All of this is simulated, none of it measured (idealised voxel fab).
Herein follows the process module entitled voxel fin reveal.
Cross-sectional view cut (width: 210 nm; square cell size: 5 nm).
Throughout this document, each cross-section is represented as a grid of square cells and is presented as a sequence of bands enumerated from the top downward, where a band comprises one or more rows of cells. The entry gives the band's vertical extent as a top height and a bottom height in nm, then its horizontal make-up as materials from left to right, each with a width in nm. "air" stands for empty space; a single material marked "edge to edge" fills the band edge to edge. Zero point of the height axis is 0; under it, received wafer = one material. Lowest band: continues down indefinitely, "z 0 and below". Read "30->40" as a graded width: first number on top, second number at the bottom, same change between each pair of neighbouring rows. When a step is marked "nothing was modified", none of the cells in the cross-section changed during that step. Basically, "Trapped cavities" tells you about the enclosed voids: empty spaces with no open way to the top, 8 cells or bigger, each written width x height at distance, where distance is from the left edge, all in nm. Post-settings text on a step line: simulator's own remark regarding the step. You can add "overlay nm" to a step's line. For a step with a mask, it describes how far the mask lay to the right of its planned position, and a negative number describes a lay to the left.
[Process steps - plan]
1) RECEIVE | material Si
2) CONFORMAL_DEP | material SiN | thk nm 10
3) DIRECTIONAL_DEP | material aC | thk nm 15
4) PATTERN | tone cover | mask id FINS | material resist | width nm 15 | pitch nm 40 | thk nm 35 | overlay nm 0
5) DIRECTIONAL_ETCH | etch materials aC | depth nm 15
6) STRIP | etch materials resist
7) DIRECTIONAL_ETCH | etch materials SiN | depth nm 10
8) DIRECTIONAL_ETCH | etch materials Si | depth nm 35
9) STRIP | etch materials aC
10) FILL_DEP | material SiO2 | thk nm 5
11) CMP | height nm 10
12) SELECTIVE_ETCH | etch materials SiO2 | depth nm 30
13) STRIP | etch materials SiN
14) CONFORMAL_DEP | material SiO2 | thk nm 5
[Below: the first of two wafers, run as planned]
[The cross-section here shows the wafer as received, i.e. in its state after step 1]
* z 0 and below = Si edge to edge
* Trapped cavities: none
[Sectional view: wafer, after step 2]
* z 10 to 0 = SiN edge to edge
* Below a height of 0, the structure has not been altered.
[Sectional view: wafer, after step 3]
* z 25 to 10 = aC edge to edge
* Below a height of 10, the structure has not been altered.
[Sectional view: wafer, after step 4]
* z 60 to 25 = air 55 | resist 15 | air 25 | resist 15 | air 25 | resist 15 | air 60
* Below a height of 25, the structure has not been altered.
[Sectional view: wafer, after step 5]
* z 45 to 25 = air 55 | resist 15 | air 25 | resist 15 | air 25 | resist 15 | air 60
* z 25 to 10 = air 55 | aC 15 | air 25 | aC 15 | air 25 | aC 15 | air 60
* Below a height of 10, the structure has not been altered.
[Sectional view: wafer, after step 6]
* z 25 to 10 = air 55 | aC 15 | air 25 | aC 15 | air 25 | aC 15 | air 60
* Below a height of 10, the structure has not been altered.
[Sectional view: wafer, after step 7]
* z 25 to 10 = air 55 | aC 15 | air 25 | aC 15 | air 25 | aC 15 | air 60
* z 10 to 0 = air 55 | SiN 15 | air 25 | SiN 15 | air 25 | SiN 15 | air 60
* Below a height of 0, the structure has not been altered.
[Sectional view: wafer, after step 8]
* z 25 to 10 = air 55 | aC 15 | air 25 | aC 15 | air 25 | aC 15 | air 60
* z 10 to 0 = air 55 | SiN 15 | air 25 | SiN 15 | air 25 | SiN 15 | air 60
* z 0 to -35 = air 55 | Si 15 | air 25 | Si 15 | air 25 | Si 15 | air 60
* Below a height of -35, the structure has not been altered.
[Sectional view: wafer, after step 9]
* z 10 to 0 = air 55 | SiN 15 | air 25 | SiN 15 | air 25 | SiN 15 | air 60
* Below a height of 0, the structure has not been altered.
[Sectional view: wafer, after step 10]
* z 15 to 10 = SiO2 edge to edge
* z 10 to 0 = SiO2 55 | SiN 15 | SiO2 25 | SiN 15 | SiO2 25 | SiN 15 | SiO2 60
* z 0 to -35 = SiO2 55 | Si 15 | SiO2 25 | Si 15 | SiO2 25 | Si 15 | SiO2 60
* Below a height of -35, the structure has not been altered.
[Sectional view: wafer, after step 11]
* z 10 to 0 = SiO2 55 | SiN 15 | SiO2 25 | SiN 15 | SiO2 25 | SiN 15 | SiO2 60
* Below a height of 0, the structure has not been altered.
[Sectional view: wafer, after step 12]
* z 10 to 0 = air 55 | SiN 15 | air 25 | SiN 15 | air 25 | SiN 15 | air 60
* z 0 to -20 = air 55 | Si 15 | air 25 | Si 15 | air 25 | Si 15 | air 60
* Below a height of -20, the structure has not been altered.
[Sectional view: wafer, after step 13]
* z 0 to -20 = air 55 | Si 15 | air 25 | Si 15 | air 25 | Si 15 | air 60
* Below a height of -20, the structure has not been altered.
[Sectional view: wafer, after step 14]
* z 5 to 0 = air 50 | SiO2 25 | air 15 | SiO2 25 | air 15 | SiO2 25 | air 55
* z 0 to -15 = air 50 | SiO2 5 | Si 15 | SiO2 5 | air 15 | SiO2 5 | Si 15 | SiO2 5 | air 15 | SiO2 5 | Si 15 | SiO2 5 | air 55
* z -15 to -35 = SiO2 55 | Si 15 | SiO2 25 | Si 15 | SiO2 25 | Si 15 | SiO2 60
* Below a height of -35, the structure has not been altered.
[The remaining wafer, second of the two, started like the first and was run to the same plan, except that one mistake was made along the way; the two coincide through step 13, inclusive]
[The second wafer cut through, at the time step 14 was supposed to be finished]
* z 5 to 0 = air 50 | aC 25 | air 15 | aC 25 | air 15 | aC 25 | air 55
* z 0 to -15 = air 50 | aC 5 | Si 15 | aC 5 | air 15 | aC 5 | Si 15 | aC 5 | air 15 | aC 5 | Si 15 | aC 5 | air 55
* z -15 to -20 = aC 55 | Si 15 | aC 25 | Si 15 | aC 25 | Si 15 | aC 60
* Below a height of -20, the structure has not been altered.
Diagnosis: contrary to plan, step 14 was performed as CONFORMAL_DEP | material aC | thk nm 5
Wafer comparison, final, in cells, second relative to first, materials more or fewer: SiO2: 66 fewer | aC: 66 more
